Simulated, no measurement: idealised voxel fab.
process module | voxel spacer lines
cross-section cut | 270 nm wide | cells 5 nm
A cross-section is a grid of square cells, given in bands from the top down. A band is one or more rows of cells.
Each band's line starts with the height of the band's top and of its bottom, in nm. Then come its materials from left to right, each with its width in nm. One material with "throughout" fills the band from edge to edge. "air" is empty space.
Height 0 is the level under which the wafer as received is all one material. The lowest band goes on downwards, as in "0 down".
A width such as "30 to 40" changes by the same amount from each row of cells to the next, from the band's top row to its bottom row.
"no change" after a step means that no cell of the cross-section changed.
closed voids: empty space of 8 cells or more with no open way to the top, each as width x height at its distance from the left edge, in nm
after a step's settings: what the simulator itself notes on the step
overlay nm, on a step with a mask: how far to the right of its planned place the mask lay; to the left if negative
plan
1 op RECEIVE | material Si
2 op CONFORMAL_DEP | material Al2O3 | thk nm 5
3 op DIRECTIONAL_DEP | material SiN | thk nm 15
4 op DIRECTIONAL_DEP | material aC | thk nm 20
5 op PATTERN | tone cover | mask id MANDREL | material resist | width nm 15 | pitch nm 70 | thk nm 25 | overlay nm 0
6 op DIRECTIONAL_ETCH | etch materials aC | depth nm 20
7 op STRIP | etch materials resist
8 op CONFORMAL_DEP | material SiO2 | thk nm 10
9 op DIRECTIONAL_ETCH | etch materials SiO2 | depth nm 10
10 op STRIP | etch materials aC
11 op DIRECTIONAL_ETCH | etch materials SiN | depth nm 15
12 op STRIP | etch materials SiO2
13 op FILL_DEP | material SiO2 | thk nm 10
14 op CMP | height nm 20
varied across the wafers: width nm of step 5. The plan shows the first wafer's value. All wafers start alike
first wafer as received, after step 1
  0 down: Si throughout
  closed voids: none
each wafer at the end: cells of each material gained (+) or lost (-) since it was received, then its closed voids
width nm 15 | +54 Al2O3 | +36 SiN | +126 SiO2 | closed voids: none
width nm 20 | +54 Al2O3 | +36 SiN | +126 SiO2 | closed voids: none
width nm 25 | +54 Al2O3 | +36 SiN | +126 SiO2 | closed voids: none
width nm 30 | +54 Al2O3 | +36 SiN | +126 SiO2 | closed voids: none
width nm 35 | +54 Al2O3 | +36 SiN | +126 SiO2 | closed voids: none
width nm 40 | +54 Al2O3 | +36 SiN | +126 SiO2 | closed voids: none
